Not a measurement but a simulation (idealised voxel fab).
The following process module bears the name voxel plated lines.
Shown is cross-section cut, with a width of 180 nm and square cells of size 5 nm.
If you're reading a cross-section in this doc, picture square cells in a grid; it comes to you as bands, top ones listed first down to the bottom, and a band can be one or more rows of cells. Read a band's entry like this: the first values are the height of its top and the height of its bottom in nm, and what follows is the sequence of materials from left to right, each with its width in nm. Note that "air" is empty space, and that a single material marked "edge to edge" reaches across the band from edge to edge. Heights are expressed relative to 0, this being the level below which the as-received wafer comprises one material exclusively. The lowest band is unbounded in the downward direction and is denoted as in "0 -> down". It should be noted that a width expressed as "30 to 40" varies in equal increments from row to row of cells within the band, taking the value of the first number at the top row and that of the second number at the bottom row. A step reported as "nothing got changed" is a step in which no cell of the cross-section changed. For the entry "Completely enclosed voids", the listed items are empty spaces with no open way to the top whose size is 8 cells or more; each item follows the pattern width x height at distance, where distance is from the left edge and all three are in nm. Where a step's line continues beyond its settings, the continuation is a remark by the simulator itself on that step. overlay nm: mask right of planned place by this much (step with mask). Neg. = left.

-- Set out below are the planned steps of the process
1: RECEIVE: material Si
2: CONFORMAL_DEP: material Al2O3, thk nm 5
3: DIRECTIONAL_DEP: material TiN, thk nm 5
4: PATTERN: tone open, mask id LINES, material resist, width nm 15, pitch nm 35, thk nm 40, overlay nm 0
5: EPI: material Ru, thk nm 10
6: EPI: material Ru, thk nm 5
7: EPI: material Ru, thk nm 5
8: STRIP: etch materials resist
9: DIRECTIONAL_ETCH: etch materials TiN, depth nm 5
10: CONFORMAL_DEP: material SiCN, thk nm 10
Where the wafers of this document differ is in the thk nm of step 2; they start out the same, and the plan states the value that applied to the first wafer.

-- Cross-section of the first incoming wafer of several, state after step 1
- 0 -> down | Si edge to edge
- Completely enclosed voids: none

-- The following table contains a row per wafer, in which are reported, at the conclusion of the module, the cells of each material gained (+) or lost (-) since the wafer's receipt, with its closed voids given thereafter
thk nm 5 | +36 Al2O3 | +24 Ru | +112 SiCN | +6 TiN | Completely enclosed voids: none
thk nm 10 | +72 Al2O3 | +24 Ru | +112 SiCN | +6 TiN | Completely enclosed voids: none
thk nm 15 | +108 Al2O3 | +24 Ru | +112 SiCN | +6 TiN | Completely enclosed voids: none
thk nm 20 | +144 Al2O3 | +24 Ru | +112 SiCN | +6 TiN | Completely enclosed voids: none
